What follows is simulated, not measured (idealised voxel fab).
This section sets out a process module, namely voxel released beams.
The cross-section shown here is cut; it is 215 nm wide and divided into square cells measuring 5 nm on a side.
Cross-section format: a grid of square cells, given as bands from top to bottom; each band is one or more rows of cells.
Heights first: top, then bottom, in nm. Then materials, left to right, each with a width in nm. "edge to edge" on a single material: fills the band edge to edge. "blank": empty space.
Ref level 0: as-received wafer is one material below here. Bottom band extends down with no lower bound ("from 0 down").
Per-row width for "30..40": begins at first number (top row of band), ends at second number (bottom row), increment between rows held constant.
It should be understood that the words "remained the same", when stated for a given step, signify that the cross-section underwent no change in any of its cells during that step.
Empty spaces without an open route to the top, at least 8 cells in extent, make up the entry "Enclosed void list"; each is given as width x height at distance, where the distance is measured from the left edge, and all are in nm.
Read whatever lies past the settings on a step's line as the simulator's own remark about the step.
overlay nm: on a step with a mask, how far right of its planned place the mask lay; negative means left.
The planned process steps are enumerated hereunder:
1 RECEIVE, material Si
2 CONFORMAL_DEP, material SiN, thk nm 10
3 DIRECTIONAL_DEP, material SiO2, thk nm 10
4 DIRECTIONAL_DEP, material aC, thk nm 10
5 PATTERN, tone open, mask id ANCHOR, material resist, width nm 35, thk nm 25, overlay nm 0
6 DIRECTIONAL_ETCH, etch materials aC, depth nm 10
7 STRIP, etch materials resist
8 DIRECTIONAL_ETCH, etch materials SiO2, depth nm 10
9 STRIP, etch materials aC
10 CONFORMAL_DEP, material polySi, thk nm 15
11 DIRECTIONAL_DEP, material aC, thk nm 10
12 PATTERN, tone cover, mask id BEAM, material resist, width nm 105, thk nm 30, overlay nm 0
13 DIRECTIONAL_ETCH, etch materials aC, depth nm 10
14 STRIP, etch materials resist
15 DIRECTIONAL_ETCH, etch materials polySi, depth nm 15
16 STRIP, etch materials aC
17 STRIP, etch materials SiO2
Cross-sectional view of the wafer in its as-received condition, corresponding to the state after step 1:
- from 0 down: Si edge to edge
- Enclosed void list: none
First of two wafers: cross-section at end of module, run per plan:
- from 35 to 25: 50 blank / 20 polySi / 5 blank / 80 polySi / 60 blank
- from 25 to 20: 50 blank / 105 polySi / 60 blank
- from 20 to 10: 55 blank / 35 polySi / 125 blank
- from 10 to 0: SiN edge to edge
- from 0 down: Si edge to edge
- Enclosed void list: none
Module end: cross-section of wafer two of two. Same start and process plan as the first wafer. One mistake during execution:
- from 35 to 25: 50 blank / 55 polySi / 110 blank
- from 25 to 20: 50 blank / 105 polySi / 60 blank
- from 20 to 10: 40 blank / 15 polySi / 35 SiO2 / 65 polySi / 60 blank
- from 10 to 0: SiN edge to edge
- from 0 down: Si edge to edge
- Enclosed void list: none
Deviation from plan: step 5 was processed under conditions differing from the plan, specifically as PATTERN, tone cover, mask id ANCHOR, material resist, width nm 35, thk nm 25, overlay nm 0
Once processing is complete, comparing cell counts shows that the second wafer has more or fewer of certain materials than the first: 14 more of SiO2
